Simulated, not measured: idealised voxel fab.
process module | voxel spacer lines
cross-section cut | 215 nm wide | cells 5 nm
A cross-section is a grid of square cells, given in bands from the top down. A band is one or more rows of cells.
Each band's line starts with the height of the band's top and of its bottom, in nm. Then come its materials from left to right, each with its width in nm. One material with "throughout" fills the band from edge to edge. "air" is empty space.
Height 0 is the level under which the wafer as received is all one material. The lowest band goes on downwards, as in "0 down".
A width such as "30 to 40" changes by the same amount from each row of cells to the next, from the band's top row to its bottom row.
"no change" after a step means that no cell of the cross-section changed.
closed voids: empty space of 8 cells or more with no open way to the top, each as width x height at its distance from the left edge, in nm
after a step's settings: what the simulator itself notes on the step
overlay nm, on a step with a mask: how far to the right of its planned place the mask lay; to the left if negative
plan
1 op RECEIVE | material Si
2 op CONFORMAL_DEP | material Al2O3 | thk nm 10
3 op DIRECTIONAL_DEP | material SiN | thk nm 15
4 op DIRECTIONAL_DEP | material polySi | thk nm 30
5 op PATTERN | tone cover | mask id MANDREL | material resist | width nm 20 | pitch nm 60 | thk nm 35 | overlay nm 0
6 op DIRECTIONAL_ETCH | etch materials polySi | depth nm 30
7 op STRIP | etch materials resist
8 op CONFORMAL_DEP | material SiO2 | thk nm 10
9 op DIRECTIONAL_ETCH | etch materials SiO2 | depth nm 10
10 op STRIP | etch materials polySi
11 op DIRECTIONAL_ETCH | etch materials SiN | depth nm 15
12 op STRIP | etch materials SiO2
as received, after step 1
  0 down: Si throughout
  closed voids: none
a wafer at the end: this start, this plan, one mistake
  25 to 10: air 65 | SiN 20 | air 40 | SiN 20 | air 70
  10 to 0: Al2O3 throughout
  0 down: Si throughout
  closed voids: none
what went wrong: step 5 ran as: op PATTERN | tone open | mask id MANDREL | material resist | width nm 20 | pitch nm 60 | thk nm 35 | overlay nm 0
